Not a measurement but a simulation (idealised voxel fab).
process module | voxel ribs on slabs
cross-section cut | 155 nm wide | cells 5 nm
A cross-section is a grid of square cells, given in bands from the top down. A band is one or more rows of cells.
Each band's line starts with the height of the band's top and of its bottom, in nm. Then come its materials from left to right, each with its width in nm. One material with "throughout" fills the band from edge to edge. "air" is empty space.
Height 0 is the level under which the wafer as received is all one material. The lowest band goes on downwards, as in "0 down".
A width such as "30 to 40" changes by the same amount from each row of cells to the next, from the band's top row to its bottom row.
"no change" after a step means that no cell of the cross-section changed.
closed voids: empty space of 8 cells or more with no open way to the top, each as width x height at its distance from the left edge, in nm
after a step's settings: what the simulator itself notes on the step
overlay nm, on a step with a mask: how far to the right of its planned place the mask lay; to the left if negative
plan
1 op RECEIVE | material Si
2 op DIRECTIONAL_DEP | material SiO2 | thk nm 25
3 op DIRECTIONAL_DEP | material SiN | thk nm 20
4 op DIRECTIONAL_DEP | material aC | thk nm 10
5 op PATTERN | tone cover | mask id RIB | material resist | width nm 30 | thk nm 25 | overlay nm 0
6 op DIRECTIONAL_ETCH | etch materials aC | depth nm 10
7 op STRIP | etch materials resist
8 op DIRECTIONAL_ETCH | etch materials SiN | depth nm 5
9 op STRIP | etch materials aC
10 op MASKED_ETCH | tone cover | mask id SLAB | width nm 90 | etch materials SiN | depth nm 15 | overlay nm 0
11 op FILL_DEP | material SiO2 | thk nm 25
12 op CMP | height nm 60
13 op DIRECTIONAL_DEP | material W | thk nm 5
14 op DIRECTIONAL_DEP | material aC | thk nm 15
15 op PATTERN | tone cover | mask id HEATER | material resist | width nm 40 | thk nm 30 | overlay nm 0
16 op DIRECTIONAL_ETCH | etch materials aC | depth nm 15
17 op STRIP | etch materials resist
18 op DIRECTIONAL_ETCH | etch materials W | depth nm 5
19 op STRIP | etch materials aC
20 op CONFORMAL_DEP | material SiO2 | thk nm 10
as received, after step 1
  0 down: Si throughout
  closed voids: none
first wafer at the end, as planned
  75 to 70: air 45 | SiO2 60 | air 50
  70 to 65: SiO2 throughout
  65 to 60: SiO2 55 | W 40 | SiO2 60
  60 to 45: SiO2 throughout
  45 to 40: SiO2 60 | SiN 30 | SiO2 65
  40 to 25: SiO2 30 | SiN 90 | SiO2 35
  25 to 0: SiO2 throughout
  0 down: Si throughout
  closed voids: none
second wafer at the end: like start, like plan, one mistake
  75 to 70: air 45 | SiO2 60 | air 50
  70 to 65: SiO2 throughout
  65 to 60: SiO2 55 | W 40 | SiO2 60
  60 to 45: SiO2 throughout
  45 to 40: SiO2 55 | SiN 30 | SiO2 70
  40 to 25: SiO2 30 | SiN 90 | SiO2 35
  25 to 0: SiO2 throughout
  0 down: Si throughout
  closed voids: none
what went wrong: step 5 ran as: op PATTERN | tone cover | mask id RIB | material resist | width nm 30 | thk nm 25 | overlay nm -5
at the end the second wafer has, in cells: as many of each material as the first, in other places
